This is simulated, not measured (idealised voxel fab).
The document below concerns the process module designated voxel self aligned vias.
Cross-section cut spans 275 nm and uses square cells 5 nm in size.
Square cells in a grid make up a cross-section in this document, and the grid is given as bands, listed from the top down, each one or more rows of cells.
The entry gives the band's vertical extent as a top height and a bottom height in nm, then its horizontal make-up as materials from left to right, each with a width in nm. "blank" stands for empty space; a single material marked "edge to edge" fills the band edge to edge.
Note: height 0 marks the level under which the wafer is uniformly one material as received. Lowest band unbounded below, written "0 down".
Graded width ("30..40"): value in top row of band = first number; value in bottom row = second number; row-to-row change constant.
"remains unaltered" after a step means that no cell of the cross-section changed.
Look at "Fully enclosed voids" for the closed voids: empty spaces with no open path to the top, sized 8 cells or up. Each is width x height at distance, distance from the left edge, all nm.
Note: text after step settings on the step line = simulator remark on that step.
"overlay nm" denotes, for a step that has a mask, the displacement of the mask to the right of its planned place, with negative values corresponding to the left.
Here's what the planned process steps look like:
step 1: RECEIVE, material Si
step 2: CONFORMAL_DEP, material SiO2, thk nm 15
step 3: CONFORMAL_DEP, material SiCN, thk nm 5
step 4: DIRECTIONAL_DEP, material lowk, thk nm 30
step 5: DIRECTIONAL_DEP, material aC, thk nm 10
step 6: PATTERN, tone open, mask id LINES, material resist, width nm 25, pitch nm 75, thk nm 30, overlay nm 0
step 7: DIRECTIONAL_ETCH, etch materials aC, depth nm 10
step 8: STRIP, etch materials resist
step 9: DIRECTIONAL_ETCH, etch materials lowk, depth nm 30
step 10: STRIP, etch materials aC
step 11: CONFORMAL_DEP, material TiN, thk nm 5
step 12: FILL_DEP, material Ru, thk nm 10
step 13: CMP, height nm 50
step 14: SELECTIVE_ETCH, etch materials W Ru TiN, depth nm 10
step 15: FILL_DEP, material SiN, thk nm 5
step 16: CMP, height nm 50
step 17: DIRECTIONAL_DEP, material lowk, thk nm 20
step 18: MASKED_ETCH, tone open, mask id VIAS, width nm 45, pitch nm 75, etch materials lowk, depth nm 20, overlay nm 0
step 19: MASKED_ETCH, tone open, mask id VIAS, width nm 45, pitch nm 75, etch materials SiN, depth nm 10, overlay nm 0
step 20: CONFORMAL_DEP, material TiN, thk nm 5
step 21: FILL_DEP, material W, thk nm 5
step 22: CMP, height nm 70
step 23: CONFORMAL_DEP, material SiCN, thk nm 5
First wafer, as planned:
As received, after step 1:
* 0 down | Si edge to edge
* Fully enclosed voids: none
After step 2:
* 15 to 0 | SiO2 edge to edge
* At heights below 0, the structure remains unaltered.
After step 3:
* 20 to 15 | SiCN edge to edge
* At heights below 15, the structure remains unaltered.
After step 4:
* 50 to 20 | lowk edge to edge
* At heights below 20, the structure remains unaltered.
After step 5:
* 60 to 50 | aC edge to edge
* At heights below 50, the structure remains unaltered.
After step 6:
* 90 to 60 | resist: 50; blank: 25; resist: 50; blank: 25; resist: 50; blank: 25; resist: 50
* At heights below 60, the structure remains unaltered.
After step 7:
* 80 to 60 | resist: 50; blank: 25; resist: 50; blank: 25; resist: 50; blank: 25; resist: 50
* 60 to 50 | aC: 50; blank: 25; aC: 50; blank: 25; aC: 50; blank: 25; aC: 50
* At heights below 50, the structure remains unaltered.
After step 8:
* 60 to 50 | aC: 50; blank: 25; aC: 50; blank: 25; aC: 50; blank: 25; aC: 50
* At heights below 50, the structure remains unaltered.
After step 9:
* 60 to 50 | aC: 50; blank: 25; aC: 50; blank: 25; aC: 50; blank: 25; aC: 50
* 50 to 20 | lowk: 50; blank: 25; lowk: 50; blank: 25; lowk: 50; blank: 25; lowk: 50
* At heights below 20, the structure remains unaltered.
After step 10:
* 50 to 20 | lowk: 50; blank: 25; lowk: 50; blank: 25; lowk: 50; blank: 25; lowk: 50
* At heights below 20, the structure remains unaltered.
After step 11:
* 55 to 50 | TiN: 55; blank: 15; TiN: 60; blank: 15; TiN: 60; blank: 15; TiN: 55
* 50 to 25 | lowk: 50; TiN: 5; blank: 15; TiN: 5; lowk: 50; TiN: 5; blank: 15; TiN: 5; lowk: 50; TiN: 5; blank: 15; TiN: 5; lowk: 50
* 25 to 20 | lowk: 50; TiN: 25; lowk: 50; TiN: 25; lowk: 50; TiN: 25; lowk: 50
* At heights below 20, the structure remains unaltered.
After step 12:
* 65 to 55 | Ru edge to edge
* 55 to 50 | TiN: 55; Ru: 15; TiN: 60; Ru: 15; TiN: 60; Ru: 15; TiN: 55
* 50 to 25 | lowk: 50; TiN: 5; Ru: 15; TiN: 5; lowk: 50; TiN: 5; Ru: 15; TiN: 5; lowk: 50; TiN: 5; Ru: 15; TiN: 5; lowk: 50
* At heights below 25, the structure remains unaltered.
After step 13:
* 50 to 25 | lowk: 50; TiN: 5; Ru: 15; TiN: 5; lowk: 50; TiN: 5; Ru: 15; TiN: 5; lowk: 50; TiN: 5; Ru: 15; TiN: 5; lowk: 50
* At heights below 25, the structure remains unaltered.
After step 14:
* 50 to 40 | lowk: 50; blank: 25; lowk: 50; blank: 25; lowk: 50; blank: 25; lowk: 50
* At heights below 40, the structure remains unaltered.
After step 15:
* 55 to 50 | SiN edge to edge
* 50 to 40 | lowk: 50; SiN: 25; lowk: 50; SiN: 25; lowk: 50; SiN: 25; lowk: 50
* At heights below 40, the structure remains unaltered.
After step 16:
* 50 to 40 | lowk: 50; SiN: 25; lowk: 50; SiN: 25; lowk: 50; SiN: 25; lowk: 50
* At heights below 40, the structure remains unaltered.
After step 17:
* 70 to 50 | lowk edge to edge
* At heights below 50, the structure remains unaltered.
After step 18:
* 70 to 50 | lowk: 40; blank: 45; lowk: 30; blank: 45; lowk: 30; blank: 45; lowk: 40
* At heights below 50, the structure remains unaltered.
After step 19:
* 70 to 50 | lowk: 40; blank: 45; lowk: 30; blank: 45; lowk: 30; blank: 45; lowk: 40
* 50 to 40 | lowk: 50; blank: 25; lowk: 50; blank: 25; lowk: 50; blank: 25; lowk: 50
* At heights below 40, the structure remains unaltered.
After step 20:
* 75 to 70 | TiN: 45; blank: 35; TiN: 40; blank: 35; TiN: 40; blank: 35; TiN: 45
* 70 to 55 | lowk: 40; TiN: 5; blank: 35; TiN: 5; lowk: 30; TiN: 5; blank: 35; TiN: 5; lowk: 30; TiN: 5; blank: 35; TiN: 5; lowk: 40
* 55 to 45 | lowk: 40..50; TiN: 15..5; blank: 15; TiN: 15..5; lowk: 30..50; TiN: 15..5; blank: 15; TiN: 15..5; lowk: 30..50; TiN: 15..5; blank: 15; TiN: 15..5; lowk: 40..50
* 45 to 40 | lowk: 50; TiN: 25; lowk: 50; TiN: 25; lowk: 50; TiN: 25; lowk: 50
* At heights below 40, the structure remains unaltered.
After step 21:
* 80 to 75 | W edge to edge
* 75 to 70 | TiN: 45; W: 35; TiN: 40; W: 35; TiN: 40; W: 35; TiN: 45
* 70 to 55 | lowk: 40; TiN: 5; W: 35; TiN: 5; lowk: 30; TiN: 5; W: 35; TiN: 5; lowk: 30; TiN: 5; W: 35; TiN: 5; lowk: 40
* 55 to 45 | lowk: 40..50; TiN: 15..5; W: 15; TiN: 15..5; lowk: 30..50; TiN: 15..5; W: 15; TiN: 15..5; lowk: 30..50; TiN: 15..5; W: 15; TiN: 15..5; lowk: 40..50
* At heights below 45, the structure remains unaltered.
After step 22:
* 70 to 55 | lowk: 40; TiN: 5; W: 35; TiN: 5; lowk: 30; TiN: 5; W: 35; TiN: 5; lowk: 30; TiN: 5; W: 35; TiN: 5; lowk: 40
* At heights below 55, the structure remains unaltered.
After step 23:
* 75 to 70 | SiCN edge to edge
* At heights below 70, the structure remains unaltered.
The second wafer began exactly as the first did and followed the same plan, but one mistake was made while running it; through step 17 inclusive, the two wafers are identical:
At the planned end of step 18, the second wafer in cross-section:
* 70 to 50 | lowk: 45; blank: 45; lowk: 30; blank: 45; lowk: 30; blank: 45; lowk: 35
* At heights below 50, the structure remains unaltered.
At the planned end of step 19, the second wafer in cross-section:
* 70 to 50 | lowk: 45; blank: 45; lowk: 30; blank: 45; lowk: 30; blank: 45; lowk: 35
* 50 to 40 | lowk: 50; blank: 25; lowk: 50; blank: 25; lowk: 50; blank: 25; lowk: 50
* At heights below 40, the structure remains unaltered.
At the planned end of step 20, the second wafer in cross-section:
* 75 to 70 | TiN: 50; blank: 35; TiN: 40; blank: 35; TiN: 40; blank: 35; TiN: 40
* 70 to 55 | lowk: 45; TiN: 5; blank: 35; TiN: 5; lowk: 30; TiN: 5; blank: 35; TiN: 5; lowk: 30; TiN: 5; blank: 35; TiN: 5; lowk: 35
* 55 to 45 | lowk: 45..50; TiN: 10..5; blank: 15; TiN: 20..5; lowk: 30..50; TiN: 10..5; blank: 15; TiN: 20..5; lowk: 30..50; TiN: 10..5; blank: 15; TiN: 20..5; lowk: 35..50
* 45 to 40 | lowk: 50; TiN: 25; lowk: 50; TiN: 25; lowk: 50; TiN: 25; lowk: 50
* At heights below 40, the structure remains unaltered.
At the planned end of step 21, the second wafer in cross-section:
* 80 to 75 | W edge to edge
* 75 to 70 | TiN: 50; W: 35; TiN: 40; W: 35; TiN: 40; W: 35; TiN: 40
* 70 to 55 | lowk: 45; TiN: 5; W: 35; TiN: 5; lowk: 30; TiN: 5; W: 35; TiN: 5; lowk: 30; TiN: 5; W: 35; TiN: 5; lowk: 35
* 55 to 45 | lowk: 45..50; TiN: 10..5; W: 15; TiN: 20..5; lowk: 30..50; TiN: 10..5; W: 15; TiN: 20..5; lowk: 30..50; TiN: 10..5; W: 15; TiN: 20..5; lowk: 35..50
* At heights below 45, the structure remains unaltered.
At the planned end of step 22, the second wafer in cross-section:
* 70 to 55 | lowk: 45; TiN: 5; W: 35; TiN: 5; lowk: 30; TiN: 5; W: 35; TiN: 5; lowk: 30; TiN: 5; W: 35; TiN: 5; lowk: 35
* At heights below 55, the structure remains unaltered.
At the planned end of step 23, the second wafer in cross-section:
* 75 to 70 | SiCN edge to edge
* At heights below 70, the structure remains unaltered.
Against the plan, the run slipped here: step 18 was not run as planned; what actually ran was MASKED_ETCH, tone open, mask id VIAS, width nm 45, pitch nm 75, etch materials lowk, depth nm 20, overlay nm 5
Comparing end states, the material composition by cell count is preserved from the first wafer to the second, while the locations of the cells are not.
